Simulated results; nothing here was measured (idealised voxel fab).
process module | voxel wiring stack
cross-section cut | 195 nm wide | cells 5 nm
A cross-section is a grid of square cells, given in bands from the top down. A band is one or more rows of cells.
Each band's line starts with the height of the band's top and of its bottom, in nm. Then come its materials from left to right, each with its width in nm. One material with "throughout" fills the band from edge to edge. "air" is empty space.
Height 0 is the level under which the wafer as received is all one material. The lowest band goes on downwards, as in "0 down".
A width such as "30 to 40" changes by the same amount from each row of cells to the next, from the band's top row to its bottom row.
"no change" after a step means that no cell of the cross-section changed.
closed voids: empty space of 8 cells or more with no open way to the top, each as width x height at its distance from the left edge, in nm
after a step's settings: what the simulator itself notes on the step
overlay nm, on a step with a mask: how far to the right of its planned place the mask lay; to the left if negative
plan
1 op RECEIVE | material Si
2 op CONFORMAL_DEP | material SiO2 | thk nm 15
3 op CONFORMAL_DEP | material SiN | thk nm 5
4 op DIRECTIONAL_DEP | material lowk | thk nm 15
5 op PATTERN | tone open | mask id METAL_1 | material resist | width nm 30 | pitch nm 45 | thk nm 15 | overlay nm 0
6 op DIRECTIONAL_ETCH | etch materials lowk | depth nm 15
7 op DIRECTIONAL_ETCH | etch materials SiN | depth nm 5
8 op STRIP | etch materials resist
9 op CONFORMAL_DEP | material TiN | thk nm 5
10 op FILL_DEP | material Cu | thk nm 10
11 op CMP | height nm 35
12 op EPI | material Ru | thk nm 5
13 op FILL_DEP | material SiCN | thk nm 5
14 op DIRECTIONAL_DEP | material lowk | thk nm 15
15 op PATTERN | tone open | mask id PLUG_1 | material resist | width nm 15 | pitch nm 45 | thk nm 15 | overlay nm 0
16 op DIRECTIONAL_ETCH | etch materials lowk | depth nm 15
17 op DIRECTIONAL_ETCH | etch materials SiCN | depth nm 5
18 op STRIP | etch materials resist
19 op EPI | material Ru | thk nm 10
20 op EPI | material Ru | thk nm 10
21 op DIRECTIONAL_DEP | material TiN | thk nm 5
22 op DIRECTIONAL_DEP | material Ru | thk nm 20
23 op MASKED_ETCH | tone cover | mask id METAL_2 | width nm 30 | pitch nm 45 | etch materials Ru | depth nm 20 | overlay nm 0
24 op MASKED_ETCH | tone cover | mask id METAL_2 | width nm 30 | pitch nm 45 | etch materials TiN | depth nm 5 | overlay nm 0
25 op FILL_DEP | material SiO2 | thk nm 5
26 op CMP | height nm 85
27 op CONFORMAL_DEP | material SiCN | thk nm 5
28 op DIRECTIONAL_DEP | material SiO2 | thk nm 30
29 op PATTERN | tone open | mask id METAL_3 | material resist | width nm 30 | pitch nm 45 | thk nm 15 | overlay nm 0
30 op DIRECTIONAL_ETCH | etch materials SiO2 | depth nm 20
31 op STRIP | etch materials resist
32 op PATTERN | tone open | mask id METAL_3_HOLES | material resist | width nm 15 | pitch nm 90 | thk nm 15 | overlay nm 0
33 op DIRECTIONAL_ETCH | etch materials SiO2 | depth nm 10
34 op DIRECTIONAL_ETCH | etch materials SiCN | depth nm 5
35 op STRIP | etch materials resist
36 op CONFORMAL_DEP | material TiN | thk nm 5
37 op FILL_DEP | material Cu | thk nm 10
38 op CMP | height nm 120
39 op CONFORMAL_DEP | material SiCN | thk nm 5
as received, after step 1
  0 down: Si throughout
  closed voids: none
a wafer at the end: this start, this plan, one mistake
  125 to 120: SiCN throughout
  120 to 105: SiO2 15 | TiN 5 | Cu 20 | TiN 5 | SiO2 15 | TiN 5 | Cu 20 | TiN 5 | SiO2 15 | TiN 5 | Cu 20 | TiN 5 | SiO2 15 | TiN 5 | Cu 20 | TiN 5 | SiO2 15
  105 to 100: SiO2 15 | TiN 5 | Cu 5 | TiN 20 | SiO2 15 | TiN 30 | SiO2 15 | TiN 5 | Cu 5 | TiN 20 | SiO2 15 | TiN 30 | SiO2 15
  100 to 90: SiO2 15 | TiN 5 | Cu 5 | TiN 5 | SiO2 75 | TiN 5 | Cu 5 | TiN 5 | SiO2 75
  90 to 85: SiCN 15 | TiN 15 | SiCN 75 | TiN 15 | SiCN 75
  85 to 75: SiO2 30 | Ru 15 | SiO2 30 | Ru 15 | SiO2 30 | Ru 15 | SiO2 30 | Ru 15 | SiO2 15
  75 to 65: SiO2 15 | Ru 30 | SiO2 15 | Ru 30 | SiO2 15 | Ru 30 | SiO2 15 | Ru 30 | SiO2 15
  65 to 60: SiO2 15 | Ru 15 | TiN 15 | SiO2 15 | Ru 15 | TiN 15 | SiO2 15 | Ru 15 | TiN 15 | SiO2 15 | Ru 15 | TiN 15 | SiO2 15
  60 to 55: lowk 15 | Ru 15 | lowk 30 | Ru 15 | lowk 30 | Ru 15 | lowk 30 | Ru 15 | lowk 30
  55 to 50: lowk 15 | TiN 15 | lowk 30 | TiN 15 | lowk 30 | TiN 15 | lowk 30 | TiN 15 | lowk 30
  50 to 45: lowk throughout
  45 to 40: SiCN throughout
  40 to 35: SiCN 10 | Ru 40 | SiCN 5 | Ru 40 | SiCN 5 | Ru 40 | SiCN 5 | Ru 40 | SiCN 10
  35 to 20: lowk 15 | TiN 5 | Cu 20 | TiN 5 | lowk 15 | TiN 5 | Cu 20 | TiN 5 | lowk 15 | TiN 5 | Cu 20 | TiN 5 | lowk 15 | TiN 5 | Cu 20 | TiN 5 | lowk 15
  20 to 15: SiN 15 | TiN 30 | SiN 15 | TiN 30 | SiN 15 | TiN 30 | SiN 15 | TiN 30 | SiN 15
  15 to 0: SiO2 throughout
  0 down: Si throughout
  closed voids: none
what went wrong: step 16 ran as: op DIRECTIONAL_ETCH | etch materials lowk | depth nm 10
